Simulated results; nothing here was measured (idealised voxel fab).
process module | voxel trench capacitor
cross-section cut | 275 nm wide | cells 5 nm
A cross-section is a grid of square cells, given in bands from the top down. A band is one or more rows of cells.
Each band's line starts with the height of the band's top and of its bottom, in nm. Then come its materials from left to right, each with its width in nm. One material with "throughout" fills the band from edge to edge. "air" is empty space.
Height 0 is the level under which the wafer as received is all one material. The lowest band goes on downwards, as in "0 down".
A width such as "30 to 40" changes by the same amount from each row of cells to the next, from the band's top row to its bottom row.
"no change" after a step means that no cell of the cross-section changed.
closed voids: empty space of 8 cells or more with no open way to the top, each as width x height at its distance from the left edge, in nm
after a step's settings: what the simulator itself notes on the step
overlay nm, on a step with a mask: how far to the right of its planned place the mask lay; to the left if negative
plan
1 op RECEIVE | material Si
2 op CONFORMAL_DEP | material SiN | thk nm 10
3 op DIRECTIONAL_DEP | material aC | thk nm 10
4 op PATTERN | tone open | mask id TRENCH | material resist | width nm 25 | pitch nm 45 | thk nm 30 | overlay nm 0
5 op DIRECTIONAL_ETCH | etch materials aC | depth nm 10
6 op STRIP | etch materials resist
7 op DIRECTIONAL_ETCH | etch materials SiN | depth nm 10
8 op DIRECTIONAL_ETCH | etch materials Si | depth nm 25
9 op STRIP | etch materials aC
10 op CONFORMAL_DEP | material HfO2 | thk nm 5
11 op CONFORMAL_DEP | material TiN | thk nm 5
12 op FILL_DEP | material W | thk nm 10
13 op CMP | height nm 10
as received, after step 1
  0 down: Si throughout
  closed voids: none
a wafer at the end: this start, this plan, one mistake
  10 to 0: SiN 55 | HfO2 5 | TiN 5 | W 5 | TiN 5 | HfO2 5 | SiN 20 | HfO2 5 | TiN 5 | W 5 | TiN 5 | HfO2 5 | SiN 20 | HfO2 5 | TiN 5 | W 5 | TiN 5 | HfO2 5 | SiN 20 | HfO2 5 | TiN 5 | W 5 | TiN 5 | HfO2 5 | SiN 60
  0 to -10: Si 55 | HfO2 5 | TiN 5 | W 5 | TiN 5 | HfO2 5 | Si 20 | HfO2 5 | TiN 5 | W 5 | TiN 5 | HfO2 5 | Si 20 | HfO2 5 | TiN 5 | W 5 | TiN 5 | HfO2 5 | Si 20 | HfO2 5 | TiN 5 | W 5 | TiN 5 | HfO2 5 | Si 60
  -10 to -15: Si 55 | HfO2 5 | TiN 15 | HfO2 5 | Si 20 | HfO2 5 | TiN 15 | HfO2 5 | Si 20 | HfO2 5 | TiN 15 | HfO2 5 | Si 20 | HfO2 5 | TiN 15 | HfO2 5 | Si 60
  -15 to -20: Si 55 | HfO2 25 | Si 20 | HfO2 25 | Si 20 | HfO2 25 | Si 20 | HfO2 25 | Si 60
  -20 down: Si throughout
  closed voids: none
what went wrong: step 8 ran as: op DIRECTIONAL_ETCH | etch materials Si | depth nm 20
